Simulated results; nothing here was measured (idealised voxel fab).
The process module that follows is named voxel wiring stack.
Section cut is 265 nm wide and gridded with 5 nm square cells.
A cross-section is written here as square cells arranged in a grid, and it is given in bands from the top down, each band taking up one or more rows of cells. Band entry format. Leading values: height of top, height of bottom, nm. Remainder: materials in left-to-right order, each with its width in nm. Special words: "throughout" on a single material, which then fills the band edge to edge; "empty", empty space. Height reference: 0 = level under which incoming wafer is all one material. Lowest band: no bottom, runs on downward, e.g. "0..down". Think of "30 to 40" as a width that walks from the first number to the second as you go down the band, top row to bottom row, taking equal-sized steps from row to row. No cell of the cross-section changed in a step that is given as "no modification". "Closed void entries": empty spaces of 8 cells or more with no open way to the top, each given as width x height at distance, distance from the left edge, all in nm. If you see something after the settings on a step's line, that's the simulator's own remark about that step. overlay nm: where the mask lay relative to plan, measured to the right, on steps with a mask; negatives go left. If you're wondering how to read the rest of this, here's the deal. It's pairs of cross-sections: one from before a process step, one from after it. The after one is only drawn as far down as the lowest band that changed. Right under each pair you'll see which step sits between them and what its settings were. Don't read the pairs as one continuous story, though. They can come from different runs of this module on the same starting wafer, and a pair only carries on from the one above it where its entry headed "Prior to step" says so.

### Prior to step
* 90..80 | aC 75 nm | empty 25 nm | aC 20 nm | empty 25 nm | aC 20 nm | empty 25 nm | aC 75 nm
* 80..75 | lowk 75 nm | empty 25 nm | lowk 20 nm | empty 25 nm | lowk 20 nm | empty 25 nm | lowk 75 nm
* 75..65 | lowk 75 nm | aC 25 nm | lowk 20 nm | aC 25 nm | lowk 20 nm | aC 25 nm | lowk 75 nm
* 65..50 | lowk throughout
* 50..45 | SiCN throughout
* 45..25 | SiO2 70 nm | SiN 5 nm | Ru 25 nm | SiN 5 nm | SiO2 10 nm | SiN 5 nm | Ru 25 nm | SiN 5 nm | SiO2 10 nm | SiN 5 nm | Ru 25 nm | SiN 5 nm | SiO2 70 nm
* 25..20 | SiN 75 nm | Ru 25 nm | SiN 20 nm | Ru 25 nm | SiN 20 nm | Ru 25 nm | SiN 75 nm
* 20..5 | SiO2 throughout
* 5..0 | TiN throughout
* 0..down | Si throughout
* Closed void entries: none

### Post-Process Section
* 120..90 | resist 75 nm | empty 15 nm | resist 30 nm | empty 15 nm | resist 30 nm | empty 15 nm | resist 85 nm
* 90..80 | aC 75 nm | empty 15 nm | resist 10 nm | aC 20 nm | empty 15 nm | resist 10 nm | aC 20 nm | empty 15 nm | resist 10 nm | aC 75 nm
* 80..75 | lowk 75 nm | empty 15 nm | resist 10 nm | lowk 20 nm | empty 15 nm | resist 10 nm | lowk 20 nm | empty 15 nm | resist 10 nm | lowk 75 nm
* Whatever lies below 75 is exactly as it was before.
* Closed void entries: none
It is this step that lies between the two cross-sections above: PATTERN | tone open | mask id METAL_2_HOLES | material resist | width nm 15 | pitch nm 45 | thk nm 30 | overlay nm 0

Prior to step: the cross-section after the pair above

### Post-Process Section
* 110..90 | resist 75 nm | empty 15 nm | resist 30 nm | empty 15 nm | resist 30 nm | empty 15 nm | resist 85 nm
* 90..80 | aC 75 nm | empty 15 nm | resist 10 nm | aC 20 nm | empty 15 nm | resist 10 nm | aC 20 nm | empty 15 nm | resist 10 nm | aC 75 nm
* 80..75 | lowk 75 nm | empty 15 nm | resist 10 nm | lowk 20 nm | empty 15 nm | resist 10 nm | lowk 20 nm | empty 15 nm | resist 10 nm | lowk 75 nm
* 75..65 | lowk 75 nm | empty 15 nm | aC 10 nm | lowk 20 nm | empty 15 nm | aC 10 nm | lowk 20 nm | empty 15 nm | aC 10 nm | lowk 75 nm
* Whatever lies below 65 is exactly as it was before.
* Closed void entries: none
It is this step that lies between the two cross-sections above: DIRECTIONAL_ETCH | etch materials aC | depth nm 10

Prior to step: the cross-section after the pair above

### Post-Process Section
* 90..80 | aC 75 nm | empty 25 nm | aC 20 nm | empty 25 nm | aC 20 nm | empty 25 nm | aC 75 nm
* 80..75 | lowk 75 nm | empty 25 nm | lowk 20 nm | empty 25 nm | lowk 20 nm | empty 25 nm | lowk 75 nm
* Whatever lies below 75 is exactly as it was before.
* Closed void entries: none
It is this step that lies between the two cross-sections above: STRIP | etch materials resist

Prior to step: the cross-section after the pair above

### Post-Process Section
* 90..80 | aC 75 nm | empty 25 nm | aC 20 nm | empty 25 nm | aC 20 nm | empty 25 nm | aC 75 nm
* 80..75 | lowk 75 nm | empty 25 nm | lowk 20 nm | empty 25 nm | lowk 20 nm | empty 25 nm | lowk 75 nm
* 75..65 | lowk 75 nm | empty 15 nm | aC 10 nm | lowk 20 nm | empty 15 nm | aC 10 nm | lowk 20 nm | empty 15 nm | aC 10 nm | lowk 75 nm
* 65..50 | lowk 75 nm | empty 15 nm | lowk 30 nm | empty 15 nm | lowk 30 nm | empty 15 nm | lowk 85 nm
* Whatever lies below 50 is exactly as it was before.
* Closed void entries: none
It is this step that lies between the two cross-sections above: DIRECTIONAL_ETCH | etch materials lowk | depth nm 15

Prior to step: the cross-section after the pair above

### Post-Process Section
* 90..80 | aC 75 nm | empty 25 nm | aC 20 nm | empty 25 nm | aC 20 nm | empty 25 nm | aC 75 nm
* 80..75 | lowk 75 nm | empty 25 nm | lowk 20 nm | empty 25 nm | lowk 20 nm | empty 25 nm | lowk 75 nm
* 75..65 | lowk 75 nm | empty 15 nm | aC 10 nm | lowk 20 nm | empty 15 nm | aC 10 nm | lowk 20 nm | empty 15 nm | aC 10 nm | lowk 75 nm
* 65..50 | lowk 75 nm | empty 15 nm | lowk 30 nm | empty 15 nm | lowk 30 nm | empty 15 nm | lowk 85 nm
* 50..45 | SiCN 75 nm | empty 15 nm | SiCN 30 nm | empty 15 nm | SiCN 30 nm | empty 15 nm | SiCN 85 nm
* Whatever lies below 45 is exactly as it was before.
* Closed void entries: none
It is this step that lies between the two cross-sections above: DIRECTIONAL_ETCH | etch materials SiCN | depth nm 5

Prior to step: the cross-section after the pair above

### Post-Process Section
* 80..65 | lowk 75 nm | empty 25 nm | lowk 20 nm | empty 25 nm | lowk 20 nm | empty 25 nm | lowk 75 nm
* Whatever lies below 65 is exactly as it was before.
* Closed void entries: none
It is this step that lies between the two cross-sections above: STRIP | etch materials aC

Prior to step: the cross-section after the pair above

### Post-Process Section
* 85..80 | TiN 80 nm | empty 15 nm | TiN 30 nm | empty 15 nm | TiN 30 nm | empty 15 nm | TiN 80 nm
* 80..70 | lowk 75 nm | TiN 5 nm | empty 15 nm | TiN 5 nm | lowk 20 nm | TiN 5 nm | empty 15 nm | TiN 5 nm | lowk 20 nm | TiN 5 nm | empty 15 nm | TiN 5 nm | lowk 75 nm
* 70..65 | lowk 75 nm | TiN 5 nm | empty 5 nm | TiN 15 nm | lowk 20 nm | TiN 5 nm | empty 5 nm | TiN 15 nm | lowk 20 nm | TiN 5 nm | empty 5 nm | TiN 15 nm | lowk 75 nm
* 65..50 | lowk 75 nm | TiN 5 nm | empty 5 nm | TiN 5 nm | lowk 30 nm | TiN 5 nm | empty 5 nm | TiN 5 nm | lowk 30 nm | TiN 5 nm | empty 5 nm | TiN 5 nm | lowk 85 nm
* 50..45 | SiCN 75 nm | TiN 15 nm | SiCN 30 nm | TiN 15 nm | SiCN 30 nm | TiN 15 nm | SiCN 85 nm
* Whatever lies below 45 is exactly as it was before.
* Closed void entries: none
It is this step that lies between the two cross-sections above: CONFORMAL_DEP | material TiN | thk nm 5

Prior to step: the cross-section after the pair above

### Post-Process Section
* 90..85 | Cu throughout
* 85..80 | TiN 80 nm | Cu 15 nm | TiN 30 nm | Cu 15 nm | TiN 30 nm | Cu 15 nm | TiN 80 nm
* 80..70 | lowk 75 nm | TiN 5 nm | Cu 15 nm | TiN 5 nm | lowk 20 nm | TiN 5 nm | Cu 15 nm | TiN 5 nm | lowk 20 nm | TiN 5 nm | Cu 15 nm | TiN 5 nm | lowk 75 nm
* 70..65 | lowk 75 nm | TiN 5 nm | Cu 5 nm | TiN 15 nm | lowk 20 nm | TiN 5 nm | Cu 5 nm | TiN 15 nm | lowk 20 nm | TiN 5 nm | Cu 5 nm | TiN 15 nm | lowk 75 nm
* 65..50 | lowk 75 nm | TiN 5 nm | Cu 5 nm | TiN 5 nm | lowk 30 nm | TiN 5 nm | Cu 5 nm | TiN 5 nm | lowk 30 nm | TiN 5 nm | Cu 5 nm | TiN 5 nm | lowk 85 nm
* Whatever lies below 50 is exactly as it was before.
* Closed void entries: none
It is this step that lies between the two cross-sections above: FILL_DEP | material Cu | thk nm 5

Prior to step: the cross-section after the pair above

### Post-Process Section
* 80..70 | lowk 75 nm | TiN 5 nm | Cu 15 nm | TiN 5 nm | lowk 20 nm | TiN 5 nm | Cu 15 nm | TiN 5 nm | lowk 20 nm | TiN 5 nm | Cu 15 nm | TiN 5 nm | lowk 75 nm
* Whatever lies below 70 is exactly as it was before.
* Closed void entries: none
It is this step that lies between the two cross-sections above: CMP | height nm 80

Prior to step: the cross-section after the pair above

### Post-Process Section
* 85..80 | SiCN throughout
* Whatever lies below 80 is exactly as it was before.
* Closed void entries: none
It is this step that lies between the two cross-sections above: CONFORMAL_DEP | material SiCN | thk nm 5

Prior to step: the cross-section after the pair above

### Post-Process Section
* 110..85 | SiO2 throughout
* Whatever lies below 85 is exactly as it was before.
* Closed void entries: none
It is this step that lies between the two cross-sections above: DIRECTIONAL_DEP | material SiO2 | thk nm 25

Prior to step: the cross-section after the pair above

### Post-Process Section
* 110..85 | SiO2 75 nm | empty 15 nm | SiO2 30 nm | empty 15 nm | SiO2 30 nm | empty 15 nm | SiO2 85 nm
* Whatever lies below 85 is exactly as it was before.
* Closed void entries: none
It is this step that lies between the two cross-sections above: MASKED_ETCH | tone open | mask id METAL_3_HOLES | width nm 15 | pitch nm 45 | etch materials SiO2 | depth nm 25 | overlay nm 0

Prior to step: the cross-section after the pair above

### Post-Process Section
* 125..110 | aC 75 nm | empty 15 nm | aC 30 nm | empty 15 nm | aC 30 nm | empty 15 nm | aC 85 nm
* 110..100 | SiO2 75 nm | empty 15 nm | SiO2 30 nm | empty 15 nm | SiO2 30 nm | empty 15 nm | SiO2 85 nm
* 100..85 | SiO2 75 nm | aC 15 nm | SiO2 30 nm | aC 15 nm | SiO2 30 nm | aC 15 nm | SiO2 85 nm
* Whatever lies below 85 is exactly as it was before.
* Closed void entries: none
It is this step that lies between the two cross-sections above: DIRECTIONAL_DEP | material aC | thk nm 15

Prior to step: the cross-section after the pair above

### Post-Process Section
* 160..125 | resist 75 nm | empty 25 nm | resist 20 nm | empty 25 nm | resist 20 nm | empty 25 nm | resist 75 nm
* Whatever lies below 125 is exactly as it was before.
* Closed void entries: none
It is this step that lies between the two cross-sections above: PATTERN | tone open | mask id METAL_3 | material resist | width nm 25 | pitch nm 45 | thk nm 35 | overlay nm 0

Prior to step: the cross-section after the pair above

### Post-Process Section
* 145..125 | resist 75 nm | empty 25 nm | resist 20 nm | empty 25 nm | resist 20 nm | empty 25 nm | resist 75 nm
* 125..110 | aC 75 nm | empty 25 nm | aC 20 nm | empty 25 nm | aC 20 nm | empty 25 nm | aC 75 nm
* 110..85 | SiO2 75 nm | empty 15 nm | SiO2 30 nm | empty 15 nm | SiO2 30 nm | empty 15 nm | SiO2 85 nm
* Whatever lies below 85 is exactly as it was before.
* Closed void entries: none
It is this step that lies between the two cross-sections above: DIRECTIONAL_ETCH | etch materials aC | depth nm 15

Prior to step: the cross-section after the pair above

### Post-Process Section
* 125..110 | aC 75 nm | empty 25 nm | aC 20 nm | empty 25 nm | aC 20 nm | empty 25 nm | aC 75 nm
* Whatever lies below 110 is exactly as it was before.
* Closed void entries: none
It is this step that lies between the two cross-sections above: STRIP | etch materials resist

Prior to step: the cross-section after the pair above

### Post-Process Section
* 125..110 | aC 75 nm | empty 25 nm | aC 20 nm | empty 25 nm | aC 20 nm | empty 25 nm | aC 75 nm
* 110..95 | SiO2 75 nm | empty 25 nm | SiO2 20 nm | empty 25 nm | SiO2 20 nm | empty 25 nm | SiO2 75 nm
* Whatever lies below 95 is exactly as it was before.
* Closed void entries: none
It is this step that lies between the two cross-sections above: DIRECTIONAL_ETCH | etch materials SiO2 | depth nm 15

Prior to step: the cross-section after the pair above

### Post-Process Section
* 125..110 | aC 75 nm | empty 25 nm | aC 20 nm | empty 25 nm | aC 20 nm | empty 25 nm | aC 75 nm
* 110..95 | SiO2 75 nm | empty 25 nm | SiO2 20 nm | empty 25 nm | SiO2 20 nm | empty 25 nm | SiO2 75 nm
* 95..85 | SiO2 75 nm | empty 15 nm | SiO2 30 nm | empty 15 nm | SiO2 30 nm | empty 15 nm | SiO2 85 nm
* 85..80 | SiCN 75 nm | empty 15 nm | SiCN 30 nm | empty 15 nm | SiCN 30 nm | empty 15 nm | SiCN 85 nm
* Whatever lies below 80 is exactly as it was before.
* Closed void entries: none
It is this step that lies between the two cross-sections above: DIRECTIONAL_ETCH | etch materials SiCN | depth nm 5

Prior to step: the cross-section after the pair above

### Post-Process Section
* 110..95 | SiO2 75 nm | empty 25 nm | SiO2 20 nm | empty 25 nm | SiO2 20 nm | empty 25 nm | SiO2 75 nm
* Whatever lies below 95 is exactly as it was before.
* Closed void entries: none
It is this step that lies between the two cross-sections above: STRIP | etch materials aC

Prior to step: the cross-section after the pair above

### Post-Process Section
* 115..110 | TiN 80 nm | empty 15 nm | TiN 30 nm | empty 15 nm | TiN 30 nm | empty 15 nm | TiN 80 nm
* 110..100 | SiO2 75 nm | TiN 5 nm | empty 15 nm | TiN 5 nm | SiO2 20 nm | TiN 5 nm | empty 15 nm | TiN 5 nm | SiO2 20 nm | TiN 5 nm | empty 15 nm | TiN 5 nm | SiO2 75 nm
* 100..95 | SiO2 75 nm | TiN 5 nm | empty 5 nm | TiN 15 nm | SiO2 20 nm | TiN 5 nm | empty 5 nm | TiN 15 nm | SiO2 20 nm | TiN 5 nm | empty 5 nm | TiN 15 nm | SiO2 75 nm
* 95..85 | SiO2 75 nm | TiN 5 nm | empty 5 nm | TiN 5 nm | SiO2 30 nm | TiN 5 nm | empty 5 nm | TiN 5 nm | SiO2 30 nm | TiN 5 nm | empty 5 nm | TiN 5 nm | SiO2 85 nm
* 85..80 | SiCN 75 nm | TiN 15 nm | SiCN 30 nm | TiN 15 nm | SiCN 30 nm | TiN 15 nm | SiCN 85 nm
* Whatever lies below 80 is exactly as it was before.
* Closed void entries: none
It is this step that lies between the two cross-sections above: CONFORMAL_DEP | material TiN | thk nm 5

Prior to step: the cross-section after the pair above

### Post-Process Section
* 120..115 | Cu throughout
* 115..110 | TiN 80 nm | Cu 15 nm | TiN 30 nm | Cu 15 nm | TiN 30 nm | Cu 15 nm | TiN 80 nm
* 110..100 | SiO2 75 nm | TiN 5 nm | Cu 15 nm | TiN 5 nm | SiO2 20 nm | TiN 5 nm | Cu 15 nm | TiN 5 nm | SiO2 20 nm | TiN 5 nm | Cu 15 nm | TiN 5 nm | SiO2 75 nm
* 100..95 | SiO2 75 nm | TiN 5 nm | Cu 5 nm | TiN 15 nm | SiO2 20 nm | TiN 5 nm | Cu 5 nm | TiN 15 nm | SiO2 20 nm | TiN 5 nm | Cu 5 nm | TiN 15 nm | SiO2 75 nm
* 95..85 | SiO2 75 nm | TiN 5 nm | Cu 5 nm | TiN 5 nm | SiO2 30 nm | TiN 5 nm | Cu 5 nm | TiN 5 nm | SiO2 30 nm | TiN 5 nm | Cu 5 nm | TiN 5 nm | SiO2 85 nm
* Whatever lies below 85 is exactly as it was before.
* Closed void entries: none
It is this step that lies between the two cross-sections above: FILL_DEP | material Cu | thk nm 5

Prior to step: the cross-section after the pair above

### Post-Process Section
* 110..100 | SiO2 75 nm | TiN 5 nm | Cu 15 nm | TiN 5 nm | SiO2 20 nm | TiN 5 nm | Cu 15 nm | TiN 5 nm | SiO2 20 nm | TiN 5 nm | Cu 15 nm | TiN 5 nm | SiO2 75 nm
* Whatever lies below 100 is exactly as it was before.
* Closed void entries: none
It is this step that lies between the two cross-sections above: CMP | height nm 110

Prior to step: the cross-section after the pair above

### Post-Process Section
* 115..110 | SiCN throughout
* Whatever lies below 110 is exactly as it was before.
* Closed void entries: none
It is this step that lies between the two cross-sections above: CONFORMAL_DEP | material SiCN | thk nm 5

Prior to step: the cross-section after the pair above

### Post-Process Section
* 145..115 | lowk throughout
* Whatever lies below 115 is exactly as it was before.
* Closed void entries: none
It is this step that lies between the two cross-sections above: DIRECTIONAL_DEP | material lowk | thk nm 30

Prior to step: the cross-section after the pair above

### Post-Process Section
* 145..125 | lowk 75 nm | empty 25 nm | lowk 20 nm | empty 25 nm | lowk 20 nm | empty 25 nm | lowk 75 nm
* Whatever lies below 125 is exactly as it was before.
* Closed void entries: none
It is this step that lies between the two cross-sections above: MASKED_ETCH | tone open | mask id METAL_4 | width nm 25 | pitch nm 45 | etch materials lowk | depth nm 20 | overlay nm 0

Prior to step: the cross-section after the pair above

### Post-Process Section
* 160..145 | resist 75 nm | empty 15 nm | resist 30 nm | empty 15 nm | resist 30 nm | empty 15 nm | resist 85 nm
* 145..125 | lowk 75 nm | empty 15 nm | resist 10 nm | lowk 20 nm | empty 15 nm | resist 10 nm | lowk 20 nm | empty 15 nm | resist 10 nm | lowk 75 nm
* Whatever lies below 125 is exactly as it was before.
* Closed void entries: none
It is this step that lies between the two cross-sections above: PATTERN | tone open | mask id METAL_4_HOLES | material resist | width nm 15 | pitch nm 45 | thk nm 15 | overlay nm 0

Prior to step: the cross-section after the pair above

### Post-Process Section
* 160..145 | resist 75 nm | empty 15 nm | resist 30 nm | empty 15 nm | resist 30 nm | empty 15 nm | resist 85 nm
* 145..125 | lowk 75 nm | empty 15 nm | resist 10 nm | lowk 20 nm | empty 15 nm | resist 10 nm | lowk 20 nm | empty 15 nm | resist 10 nm | lowk 75 nm
* 125..115 | lowk 75 nm | empty 15 nm | lowk 30 nm | empty 15 nm | lowk 30 nm | empty 15 nm | lowk 85 nm
* Whatever lies below 115 is exactly as it was before.
* Closed void entries: none
It is this step that lies between the two cross-sections above: DIRECTIONAL_ETCH | etch materials lowk | depth nm 10

Prior to step: the cross-section after the pair above

### Post-Process Section
* 160..145 | resist 75 nm | empty 15 nm | resist 30 nm | empty 15 nm | resist 30 nm | empty 15 nm | resist 85 nm
* 145..125 | lowk 75 nm | empty 15 nm | resist 10 nm | lowk 20 nm | empty 15 nm | resist 10 nm | lowk 20 nm | empty 15 nm | resist 10 nm | lowk 75 nm
* 125..115 | lowk 75 nm | empty 15 nm | lowk 30 nm | empty 15 nm | lowk 30 nm | empty 15 nm | lowk 85 nm
* 115..110 | SiCN 75 nm | empty 15 nm | SiCN 30 nm | empty 15 nm | SiCN 30 nm | empty 15 nm | SiCN 85 nm
* Whatever lies below 110 is exactly as it was before.
* Closed void entries: none
It is this step that lies between the two cross-sections above: DIRECTIONAL_ETCH | etch materials SiCN | depth nm 5

Prior to step: the cross-section after the pair above

### Post-Process Section
* 145..125 | lowk 75 nm | empty 25 nm | lowk 20 nm | empty 25 nm | lowk 20 nm | empty 25 nm | lowk 75 nm
* Whatever lies below 125 is exactly as it was before.
* Closed void entries: none
It is this step that lies between the two cross-sections above: STRIP | etch materials resist

Prior to step: the cross-section after the pair above

### Post-Process Section
* 150..145 | TiN 80 nm | empty 15 nm | TiN 30 nm | empty 15 nm | TiN 30 nm | empty 15 nm | TiN 80 nm
* 145..130 | lowk 75 nm | TiN 5 nm | empty 15 nm | TiN 5 nm | lowk 20 nm | TiN 5 nm | empty 15 nm | TiN 5 nm | lowk 20 nm | TiN 5 nm | empty 15 nm | TiN 5 nm | lowk 75 nm
* 130..125 | lowk 75 nm | TiN 5 nm | empty 5 nm | TiN 15 nm | lowk 20 nm | TiN 5 nm | empty 5 nm | TiN 15 nm | lowk 20 nm | TiN 5 nm | empty 5 nm | TiN 15 nm | lowk 75 nm
* 125..115 | lowk 75 nm | TiN 5 nm | empty 5 nm | TiN 5 nm | lowk 30 nm | TiN 5 nm | empty 5 nm | TiN 5 nm | lowk 30 nm | TiN 5 nm | empty 5 nm | TiN 5 nm | lowk 85 nm
* 115..110 | SiCN 75 nm | TiN 15 nm | SiCN 30 nm | TiN 15 nm | SiCN 30 nm | TiN 15 nm | SiCN 85 nm
* Whatever lies below 110 is exactly as it was before.
* Closed void entries: none
It is this step that lies between the two cross-sections above: CONFORMAL_DEP | material TiN | thk nm 5

Prior to step: the cross-section after the pair above

### Post-Process Section
* 160..150 | Cu throughout
* 150..145 | TiN 80 nm | Cu 15 nm | TiN 30 nm | Cu 15 nm | TiN 30 nm | Cu 15 nm | TiN 80 nm
* 145..130 | lowk 75 nm | TiN 5 nm | Cu 15 nm | TiN 5 nm | lowk 20 nm | TiN 5 nm | Cu 15 nm | TiN 5 nm | lowk 20 nm | TiN 5 nm | Cu 15 nm | TiN 5 nm | lowk 75 nm
* 130..125 | lowk 75 nm | TiN 5 nm | Cu 5 nm | TiN 15 nm | lowk 20 nm | TiN 5 nm | Cu 5 nm | TiN 15 nm | lowk 20 nm | TiN 5 nm | Cu 5 nm | TiN 15 nm | lowk 75 nm
* 125..115 | lowk 75 nm | TiN 5 nm | Cu 5 nm | TiN 5 nm | lowk 30 nm | TiN 5 nm | Cu 5 nm | TiN 5 nm | lowk 30 nm | TiN 5 nm | Cu 5 nm | TiN 5 nm | lowk 85 nm
* Whatever lies below 115 is exactly as it was before.
* Closed void entries: none
It is this step that lies between the two cross-sections above: FILL_DEP | material Cu | thk nm 10

Prior to step: the cross-section after the pair above

### Post-Process Section
* 145..130 | lowk 75 nm | TiN 5 nm | Cu 15 nm | TiN 5 nm | lowk 20 nm | TiN 5 nm | Cu 15 nm | TiN 5 nm | lowk 20 nm | TiN 5 nm | Cu 15 nm | TiN 5 nm | lowk 75 nm
* Whatever lies below 130 is exactly as it was before.
* Closed void entries: none
It is this step that lies between the two cross-sections above: CMP | height nm 145

Prior to step: the cross-section after the pair above

### Post-Process Section
* 150..145 | SiN throughout
* Whatever lies below 145 is exactly as it was before.
* Closed void entries: none
It is this step that lies between the two cross-sections above: CONFORMAL_DEP | material SiN | thk nm 5

### Prior to step
* 20..15 | TiN throughout
* 15..0 | SiO2 throughout
* 0..down | Si throughout
* Closed void entries: none

### Post-Process Section
* 40..20 | Ru throughout
* Whatever lies below 20 is exactly as it was before.
* Closed void entries: none
It is this step that lies between the two cross-sections above: DIRECTIONAL_DEP | material Ru | thk nm 20

Prior to step: the cross-section after the pair above

### Post-Process Section
* 40..20 | empty 75 nm | Ru 25 nm | empty 20 nm | Ru 25 nm | empty 20 nm | Ru 25 nm | empty 75 nm
* Whatever lies below 20 is exactly as it was before.
* Closed void entries: none
It is this step that lies between the two cross-sections above: MASKED_ETCH | tone cover | mask id METAL_1 | width nm 25 | pitch nm 45 | etch materials Ru | depth nm 25 | overlay nm 0

Prior to step: the cross-section after the pair above

### Post-Process Section
* 40..20 | empty 75 nm | Ru 25 nm | empty 20 nm | Ru 25 nm | empty 20 nm | Ru 25 nm | empty 75 nm
* 20..15 | empty 75 nm | TiN 25 nm | empty 20 nm | TiN 25 nm | empty 20 nm | TiN 25 nm | empty 75 nm
* Whatever lies below 15 is exactly as it was before.
* Closed void entries: none
It is this step that lies between the two cross-sections above: MASKED_ETCH | tone cover | mask id METAL_1 | width nm 25 | pitch nm 45 | etch materials TiN | depth nm 5 | overlay nm 0

Prior to step: the cross-section after the pair above

### Post-Process Section
* 45..40 | empty 70 nm | SiN 35 nm | empty 10 nm | SiN 35 nm | empty 10 nm | SiN 35 nm | empty 70 nm
* 40..20 | empty 70 nm | SiN 5 nm | Ru 25 nm | SiN 5 nm | empty 10 nm | SiN 5 nm | Ru 25 nm | SiN 5 nm | empty 10 nm | SiN 5 nm | Ru 25 nm | SiN 5 nm | empty 70 nm
* 20..15 | SiN 75 nm | TiN 25 nm | SiN 20 nm | TiN 25 nm | SiN 20 nm | TiN 25 nm | SiN 75 nm
* Whatever lies below 15 is exactly as it was before.
* Closed void entries: none
It is this step that lies between the two cross-sections above: CONFORMAL_DEP | material SiN | thk nm 5

Prior to step: the cross-section after the pair above

### Post-Process Section
* 50..45 | SiO2 throughout
* 45..40 | SiO2 70 nm | SiN 35 nm | SiO2 10 nm | SiN 35 nm | SiO2 10 nm | SiN 35 nm | SiO2 70 nm
* 40..20 | SiO2 70 nm | SiN 5 nm | Ru 25 nm | SiN 5 nm | SiO2 10 nm | SiN 5 nm | Ru 25 nm | SiN 5 nm | SiO2 10 nm | SiN 5 nm | Ru 25 nm | SiN 5 nm | SiO2 70 nm
* Whatever lies below 20 is exactly as it was before.
* Closed void entries: none
It is this step that lies between the two cross-sections above: FILL_DEP | material SiO2 | thk nm 5

Prior to step: the cross-section after the pair above

### Post-Process Section
* 45..40 | SiO2 70 nm | SiN 35 nm | SiO2 10 nm | SiN 35 nm | SiO2 10 nm | SiN 35 nm | SiO2 70 nm
* Whatever lies below 40 is exactly as it was before.
* Closed void entries: none
It is this step that lies between the two cross-sections above: CMP | height nm 45

Prior to step: the cross-section after the pair above

### Post-Process Section
* 50..45 | SiCN throughout
* Whatever lies below 45 is exactly as it was before.
* Closed void entries: none
It is this step that lies between the two cross-sections above: CONFORMAL_DEP | material SiCN | thk nm 5

Prior to step: the cross-section after the pair above

### Post-Process Section
* 80..50 | lowk throughout
* Whatever lies below 50 is exactly as it was before.
* Closed void entries: none
It is this step that lies between the two cross-sections above: DIRECTIONAL_DEP | material lowk | thk nm 30

Prior to step: the cross-section after the pair above

### Post-Process Section
* 80..65 | lowk 75 nm | empty 25 nm | lowk 20 nm | empty 25 nm | lowk 20 nm | empty 25 nm | lowk 75 nm
* Whatever lies below 65 is exactly as it was before.
* Closed void entries: none
It is this step that lies between the two cross-sections above: MASKED_ETCH | tone open | mask id METAL_2 | width nm 25 | pitch nm 45 | etch materials lowk | depth nm 15 | overlay nm 0

Prior to step: the cross-section after the pair above

### Post-Process Section
* 90..80 | aC 75 nm | empty 25 nm | aC 20 nm | empty 25 nm | aC 20 nm | empty 25 nm | aC 75 nm
* 80..75 | lowk 75 nm | empty 25 nm | lowk 20 nm | empty 25 nm | lowk 20 nm | empty 25 nm | lowk 75 nm
* 75..65 | lowk 75 nm | aC 25 nm | lowk 20 nm | aC 25 nm | lowk 20 nm | aC 25 nm | lowk 75 nm
* Whatever lies below 65 is exactly as it was before.
* Closed void entries: none
It is this step that lies between the two cross-sections above: DIRECTIONAL_DEP | material aC | thk nm 10

Prior to step: the cross-section after the pair above

### Post-Process Section
* 120..90 | resist 75 nm | empty 15 nm | resist 30 nm | empty 15 nm | resist 30 nm | empty 15 nm | resist 85 nm
* 90..80 | aC 75 nm | empty 15 nm | resist 10 nm | aC 20 nm | empty 15 nm | resist 10 nm | aC 20 nm | empty 15 nm | resist 10 nm | aC 75 nm
* 80..75 | lowk 75 nm | empty 15 nm | resist 10 nm | lowk 20 nm | empty 15 nm | resist 10 nm | lowk 20 nm | empty 15 nm | resist 10 nm | lowk 75 nm
* Whatever lies below 75 is exactly as it was before.
* Closed void entries: none
It is this step that lies between the two cross-sections above: PATTERN | tone open | mask id METAL_2_HOLES | material resist | width nm 15 | pitch nm 45 | thk nm 30 | overlay nm 0

Prior to step: the cross-section after the pair above

### Post-Process Section
* 110..90 | resist 75 nm | empty 15 nm | resist 30 nm | empty 15 nm | resist 30 nm | empty 15 nm | resist 85 nm
* 90..80 | aC 75 nm | empty 15 nm | resist 10 nm | aC 20 nm | empty 15 nm | resist 10 nm | aC 20 nm | empty 15 nm | resist 10 nm | aC 75 nm
* 80..75 | lowk 75 nm | empty 15 nm | resist 10 nm | lowk 20 nm | empty 15 nm | resist 10 nm | lowk 20 nm | empty 15 nm | resist 10 nm | lowk 75 nm
* 75..65 | lowk 75 nm | empty 15 nm | aC 10 nm | lowk 20 nm | empty 15 nm | aC 10 nm | lowk 20 nm | empty 15 nm | aC 10 nm | lowk 75 nm
* Whatever lies below 65 is exactly as it was before.
* Closed void entries: none
It is this step that lies between the two cross-sections above: DIRECTIONAL_ETCH | etch materials aC | depth nm 10

Prior to step: the cross-section after the pair above

### Post-Process Section
* 90..80 | aC 75 nm | empty 25 nm | aC 20 nm | empty 25 nm | aC 20 nm | empty 25 nm | aC 75 nm
* 80..75 | lowk 75 nm | empty 25 nm | lowk 20 nm | empty 25 nm | lowk 20 nm | empty 25 nm | lowk 75 nm
* Whatever lies below 75 is exactly as it was before.
* Closed void entries: none
It is this step that lies between the two cross-sections above: STRIP | etch materials resist

Prior to step: the cross-section after the pair above

### Post-Process Section
* 90..80 | aC 75 nm | empty 25 nm | aC 20 nm | empty 25 nm | aC 20 nm | empty 25 nm | aC 75 nm
* 80..75 | lowk 75 nm | empty 25 nm | lowk 20 nm | empty 25 nm | lowk 20 nm | empty 25 nm | lowk 75 nm
* 75..65 | lowk 75 nm | empty 15 nm | aC 10 nm | lowk 20 nm | empty 15 nm | aC 10 nm | lowk 20 nm | empty 15 nm | aC 10 nm | lowk 75 nm
* 65..50 | lowk 75 nm | empty 15 nm | lowk 30 nm | empty 15 nm | lowk 30 nm | empty 15 nm | lowk 85 nm
* Whatever lies below 50 is exactly as it was before.
* Closed void entries: none
It is this step that lies between the two cross-sections above: DIRECTIONAL_ETCH | etch materials lowk | depth nm 15

Prior to step: the cross-section after the pair above

### Post-Process Section
* 90..80 | aC 75 nm | empty 25 nm | aC 20 nm | empty 25 nm | aC 20 nm | empty 25 nm | aC 75 nm
* 80..75 | lowk 75 nm | empty 25 nm | lowk 20 nm | empty 25 nm | lowk 20 nm | empty 25 nm | lowk 75 nm
* 75..65 | lowk 75 nm | empty 15 nm | aC 10 nm | lowk 20 nm | empty 15 nm | aC 10 nm | lowk 20 nm | empty 15 nm | aC 10 nm | lowk 75 nm
* 65..50 | lowk 75 nm | empty 15 nm | lowk 30 nm | empty 15 nm | lowk 30 nm | empty 15 nm | lowk 85 nm
* 50..45 | SiCN 75 nm | empty 15 nm | SiCN 30 nm | empty 15 nm | SiCN 30 nm | empty 15 nm | SiCN 85 nm
* Whatever lies below 45 is exactly as it was before.
* Closed void entries: none
It is this step that lies between the two cross-sections above: DIRECTIONAL_ETCH | etch materials SiCN | depth nm 5
